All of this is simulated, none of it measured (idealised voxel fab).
Name of the process module below: voxel self aligned contacts
Section cut is 300 nm wide and gridded with 5 nm square cells.
We lay out every cross-section as a grid of square cells and spell it out in bands from the top down, where one band means one or more rows of cells.
Heads up on the band format: heights come first, top then bottom, in nm. After that it's the materials left to right, each with its width in nm. A single material flagged "throughout" fills the whole band edge to edge, and "air" means there's empty space there.
Zero point of the height axis is 0; under it, received wafer = one material. Lowest band: continues down indefinitely, "0 and below".
Top row gets the first number, bottom row gets the second, and each row in between changes by the same step: that is how a band width like "30..40" works.
"nothing was modified" -> step changed no cross-section cell.
"Non-vented voids" specifies each empty space that is not open to the top and that occupies no fewer than 8 cells, using the form width x height at distance, the distance measured from the left edge and all three quantities in nm.
Read whatever lies past the settings on a step's line as the simulator's own remark about the step.
overlay nm: for a step with a mask, the amount by which the mask lay right of where it was planned; a negative amount means left of it.

## So here's the lineup of process steps we planned
1) RECEIVE [material Si]
2) OXIDIZE [depth nm 5]
3) DIRECTIONAL_DEP [material polySi] [thk nm 30]
4) DIRECTIONAL_DEP [material SiN] [thk nm 20]
5) DIRECTIONAL_DEP [material aC] [thk nm 10]
6) PATTERN [tone cover] [mask id GATE] [material resist] [width nm 30] [pitch nm 65] [thk nm 30] [overlay nm 0]
7) DIRECTIONAL_ETCH [etch materials aC] [depth nm 10]
8) STRIP [etch materials resist]
9) DIRECTIONAL_ETCH [etch materials SiN] [depth nm 20]
10) DIRECTIONAL_ETCH [etch materials polySi] [depth nm 30]
11) STRIP [etch materials aC]
12) CONFORMAL_DEP [material SiN] [thk nm 5]
13) DIRECTIONAL_ETCH [etch materials SiN] [depth nm 5]
14) FILL_DEP [material SiO2] [thk nm 10]
15) CMP [height nm 55]
16) MASKED_ETCH [tone open] [mask id CONTACT] [width nm 45] [pitch nm 65] [etch materials SiO2] [depth nm 60] [overlay nm 0]
17) CONFORMAL_DEP [material TiN] [thk nm 5]
18) FILL_DEP [material Ru] [thk nm 10]
19) CMP [height nm 55]
20) CONFORMAL_DEP [material SiN] [thk nm 5]

## As-received wafer cross-section (after step 1)
0 and below  Si throughout
Non-vented voids: none

## End-of-module cross-section. Starting structure and process plan as above; one mistake made in running it
60 down to 55  SiN throughout
55 down to 50  110 of TiN, then 15 of Ru, then 50 of TiN, then 15 of Ru, then 110 of TiN
50 down to 30  65 of SiO2, then 40 of SiN, then 5 of TiN, then 15 of Ru, then 5 of TiN, then 40 of SiN, then 5 of TiN, then 15 of Ru, then 5 of TiN, then 40 of SiN, then 65 of SiO2
30 down to 0  65 of SiO2, then 5 of SiN, then 30 of polySi, then 5 of SiN, then 5 of TiN, then 15 of Ru, then 5 of TiN, then 5 of SiN, then 30 of polySi, then 5 of SiN, then 5 of TiN, then 15 of Ru, then 5 of TiN, then 5 of SiN, then 30 of polySi, then 5 of SiN, then 65 of SiO2
0 down to -5  105 of SiO2, then 25 of TiN, then 40 of SiO2, then 25 of TiN, then 105 of SiO2
-5 and below  Si throughout
Non-vented voids: none
Deviation noted in wafer processing: not per plan at step 15, really ran CMP [height nm 50]
